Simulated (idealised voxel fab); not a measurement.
process module | voxel transistor to metal
cross-section cut | 285 nm wide | cells 5 nm
A cross-section is a grid of square cells, given in bands from the top down. A band is one or more rows of cells.
Each band's line starts with the height of the band's top and of its bottom, in nm. Then come its materials from left to right, each with its width in nm. One material with "throughout" fills the band from edge to edge. "air" is empty space.
Height 0 is the level under which the wafer as received is all one material. The lowest band goes on downwards, as in "0 down".
A width such as "30 to 40" changes by the same amount from each row of cells to the next, from the band's top row to its bottom row.
"no change" after a step means that no cell of the cross-section changed.
closed voids: empty space of 8 cells or more with no open way to the top, each as width x height at its distance from the left edge, in nm
after a step's settings: what the simulator itself notes on the step
overlay nm, on a step with a mask: how far to the right of its planned place the mask lay; to the left if negative
plan
1 op RECEIVE | material Si
2 op OXIDIZE | depth nm 5
3 op CONFORMAL_DEP | material SiN | thk nm 10
4 op DIRECTIONAL_DEP | material aC | thk nm 15
5 op PATTERN | tone cover | mask id ACTIVE | material resist | width nm 105 | pitch nm 130 | thk nm 30 | overlay nm 0
6 op DIRECTIONAL_ETCH | etch materials aC | depth nm 15
7 op STRIP | etch materials resist
8 op DIRECTIONAL_ETCH | etch materials SiN | depth nm 10
9 op DIRECTIONAL_ETCH | etch materials SiO2 | depth nm 5
10 op DIRECTIONAL_ETCH | etch materials Si | depth nm 20
11 op STRIP | etch materials aC
12 op FILL_DEP | material SiO2 | thk nm 5
13 op CMP | height nm 10
14 op SELECTIVE_ETCH | etch materials SiO2 | depth nm 10
15 op STRIP | etch materials SiN
16 op SELECTIVE_ETCH | etch materials SiO2 | depth nm 5
17 op OXIDIZE | depth nm 5
18 op DIRECTIONAL_DEP | material polySi | thk nm 20
19 op DIRECTIONAL_DEP | material SiCN | thk nm 10
20 op PATTERN | tone cover | mask id GATE | material resist | width nm 35 | pitch nm 130 | thk nm 15 | overlay nm 0
21 op DIRECTIONAL_ETCH | etch materials SiCN | depth nm 20
22 op DIRECTIONAL_ETCH | etch materials polySi | depth nm 30
23 op STRIP | etch materials resist
24 op CONFORMAL_DEP | material SiN | thk nm 10
25 op DIRECTIONAL_ETCH | etch materials SiN | depth nm 10
26 op DIRECTIONAL_ETCH | etch materials SiO2 | depth nm 5
27 op DIRECTIONAL_ETCH | etch materials Si | depth nm 10
28 op EPI | material pSi | thk nm 15
29 op FILL_DEP | material SiO2 | thk nm 5
30 op CMP | height nm 15
31 op STRIP | etch materials polySi
32 op SELECTIVE_ETCH | etch materials SiO2 | depth nm 5
33 op CONFORMAL_DEP | material HfO2 | thk nm 5
34 op CONFORMAL_DEP | material TiN | thk nm 5
35 op FILL_DEP | material W | thk nm 10
36 op CMP | height nm 10
37 op DIRECTIONAL_DEP | material SiO2 | thk nm 10
38 op MASKED_ETCH | tone open | mask id CONTACT | width nm 15 | etch materials SiO2 | depth nm 25 | overlay nm 0
39 op CONFORMAL_DEP | material TiN | thk nm 5
40 op FILL_DEP | material W | thk nm 10
41 op CMP | height nm 20
42 op DIRECTIONAL_DEP | material TiN | thk nm 5
43 op DIRECTIONAL_DEP | material W | thk nm 25
44 op PATTERN | tone cover | mask id METAL_1 | material resist | width nm 15 | thk nm 15 | overlay nm 0
45 op DIRECTIONAL_ETCH | etch materials W | depth nm 25
46 op DIRECTIONAL_ETCH | etch materials TiN | depth nm 5
47 op STRIP | etch materials resist
48 op CONFORMAL_DEP | material SiN | thk nm 5
49 op FILL_DEP | material lowk | thk nm 5
50 op CMP | height nm 50
51 op CONFORMAL_DEP | material SiCN | thk nm 5
52 op DIRECTIONAL_DEP | material lowk | thk nm 25
53 op DIRECTIONAL_DEP | material aC | thk nm 10
54 op PATTERN | tone open | mask id METAL_2 | material resist | width nm 15 | pitch nm 130 | thk nm 25 | overlay nm 0
55 op DIRECTIONAL_ETCH | etch materials aC | depth nm 10
56 op STRIP | etch materials resist
57 op DIRECTIONAL_ETCH | etch materials lowk | depth nm 15
58 op STRIP | etch materials aC
59 op DIRECTIONAL_DEP | material aC | thk nm 15
60 op PATTERN | tone open | mask id METAL_2_HOLES | material resist | width nm 15 | pitch nm 130 | thk nm 35 | overlay nm 0
61 op DIRECTIONAL_ETCH | etch materials aC | depth nm 15
62 op STRIP | etch materials resist
63 op DIRECTIONAL_ETCH | etch materials lowk | depth nm 10
64 op DIRECTIONAL_ETCH | etch materials SiCN | depth nm 5
65 op STRIP | etch materials aC
66 op CONFORMAL_DEP | material TiN | thk nm 5
67 op FILL_DEP | material Cu | thk nm 10
68 op CMP | height nm 80
69 op CONFORMAL_DEP | material SiCN | thk nm 5
as received, after step 1
  0 down: Si throughout
  closed voids: none
a wafer at the end: this start, this plan, one mistake
  85 to 80: SiCN throughout
  80 to 55: lowk 30 | TiN 5 | Cu 5 | TiN 5 | lowk 115 | TiN 5 | Cu 5 | TiN 5 | lowk 110
  55 to 50: SiCN 30 | TiN 15 | SiCN 115 | TiN 15 | SiCN 110
  50 to 25: lowk 25 | SiN 5 | W 15 | SiN 5 | lowk 55 | SiN 5 | W 15 | SiN 5 | lowk 25 | SiN 5 | W 15 | SiN 5 | lowk 55 | SiN 5 | W 15 | SiN 5 | lowk 25
  25 to 20: SiN 30 | TiN 15 | SiN 65 | TiN 15 | SiN 35 | TiN 15 | SiN 65 | TiN 15 | SiN 30
  20 to 10: SiO2 30 | TiN 5 | W 5 | TiN 5 | SiO2 65 | TiN 5 | W 5 | TiN 5 | SiO2 35 | TiN 5 | W 5 | TiN 5 | SiO2 65 | TiN 5 | W 5 | TiN 5 | SiO2 30
  10 to 0: SiO2 30 | TiN 5 | W 5 | TiN 5 | SiO2 5 | SiN 10 | HfO2 5 | TiN 5 | W 15 | TiN 5 | HfO2 5 | SiN 10 | SiO2 5 | TiN 5 | W 5 | TiN 5 | SiO2 35 | TiN 5 | W 5 | TiN 5 | SiO2 5 | SiN 10 | HfO2 5 | TiN 5 | W 15 | TiN 5 | HfO2 5 | SiN 10 | SiO2 5 | TiN 5 | W 5 | TiN 5 | SiO2 30
  0 to -5: SiO2 30 | TiN 15 | SiO2 5 | SiN 10 | HfO2 5 | TiN 25 | HfO2 5 | SiN 10 | SiO2 5 | TiN 15 | SiO2 35 | TiN 15 | SiO2 5 | SiN 10 | HfO2 5 | TiN 25 | HfO2 5 | SiN 10 | SiO2 5 | TiN 15 | SiO2 30
  -5 to -10: SiO2 55 | HfO2 45 | SiO2 85 | HfO2 45 | SiO2 55
  -10 to -20: SiO2 throughout
  -20 to -25: SiO2 25 | Si 105 | SiO2 25 | Si 105 | SiO2 25
  -25 down: Si throughout
  closed voids: none
what went wrong: step 17 ran as: op OXIDIZE | depth nm 15
